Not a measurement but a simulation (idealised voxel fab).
process module | voxel trench capacitor
cross-section cut | 245 nm wide | cells 5 nm
A cross-section is a grid of square cells, given in bands from the top down. A band is one or more rows of cells.
Each band's line starts with the height of the band's top and of its bottom, in nm. Then come its materials from left to right, each with its width in nm. One material with "throughout" fills the band from edge to edge. "air" is empty space.
Height 0 is the level under which the wafer as received is all one material. The lowest band goes on downwards, as in "0 down".
A width such as "30 to 40" changes by the same amount from each row of cells to the next, from the band's top row to its bottom row.
"no change" after a step means that no cell of the cross-section changed.
closed voids: empty space of 8 cells or more with no open way to the top, each as width x height at its distance from the left edge, in nm
after a step's settings: what the simulator itself notes on the step
overlay nm, on a step with a mask: how far to the right of its planned place the mask lay; to the left if negative
plan
1 op RECEIVE | material Si
2 op CONFORMAL_DEP | material SiN | thk nm 5
3 op PATTERN | tone open | mask id TRENCH | material resist | width nm 25 | pitch nm 50 | thk nm 15 | overlay nm -15
4 op DIRECTIONAL_ETCH | etch materials SiN | depth nm 5
5 op DIRECTIONAL_ETCH | etch materials Si | depth nm 40
6 op STRIP | etch materials resist
7 op CONFORMAL_DEP | material Al2O3 | thk nm 5
8 op CONFORMAL_DEP | material TiN | thk nm 5
9 op FILL_DEP | material W | thk nm 10
10 op CMP | height nm 5
varied across the wafers: overlay nm of step 3. The plan shows the first wafer's value. All wafers start alike
first wafer as received, after step 1
  0 down: Si throughout
  closed voids: none
first wafer at the end, after step 10
  5 to 0: SiN 70 | Al2O3 5 | TiN 5 | W 5 | TiN 5 | Al2O3 5 | SiN 25 | Al2O3 5 | TiN 5 | W 5 | TiN 5 | Al2O3 5 | SiN 100
  0 to -30: Si 70 | Al2O3 5 | TiN 5 | W 5 | TiN 5 | Al2O3 5 | Si 25 | Al2O3 5 | TiN 5 | W 5 | TiN 5 | Al2O3 5 | Si 100
  -30 to -35: Si 70 | Al2O3 5 | TiN 15 | Al2O3 5 | Si 25 | Al2O3 5 | TiN 15 | Al2O3 5 | Si 100
  -35 to -40: Si 70 | Al2O3 25 | Si 25 | Al2O3 25 | Si 100
  -40 down: Si throughout
  closed voids: none
last wafer at the end
  5 to 0: SiN 100 | Al2O3 5 | TiN 5 | W 5 | TiN 5 | Al2O3 5 | SiN 25 | Al2O3 5 | TiN 5 | W 5 | TiN 5 | Al2O3 5 | SiN 70
  0 to -30: Si 100 | Al2O3 5 | TiN 5 | W 5 | TiN 5 | Al2O3 5 | Si 25 | Al2O3 5 | TiN 5 | W 5 | TiN 5 | Al2O3 5 | Si 70
  -30 to -35: Si 100 | Al2O3 5 | TiN 15 | Al2O3 5 | Si 25 | Al2O3 5 | TiN 15 | Al2O3 5 | Si 70
  -35 to -40: Si 100 | Al2O3 25 | Si 25 | Al2O3 25 | Si 70
  -40 down: Si throughout
  closed voids: none
each wafer at the end: cells of each material gained (+) or lost (-) since it was received, then its closed voids
overlay nm -15 | +42 Al2O3 | -80 Si | +39 SiN | +34 TiN | +14 W | closed voids: none
overlay nm -10 | +42 Al2O3 | -80 Si | +39 SiN | +34 TiN | +14 W | closed voids: none
overlay nm -5 | +42 Al2O3 | -80 Si | +39 SiN | +34 TiN | +14 W | closed voids: none
overlay nm 0 | +42 Al2O3 | -80 Si | +39 SiN | +34 TiN | +14 W | closed voids: none
overlay nm 5 | +42 Al2O3 | -80 Si | +39 SiN | +34 TiN | +14 W | closed voids: none
overlay nm 10 | +42 Al2O3 | -80 Si | +39 SiN | +34 TiN | +14 W | closed voids: none
overlay nm 15 | +42 Al2O3 | -80 Si | +39 SiN | +34 TiN | +14 W | closed voids: none
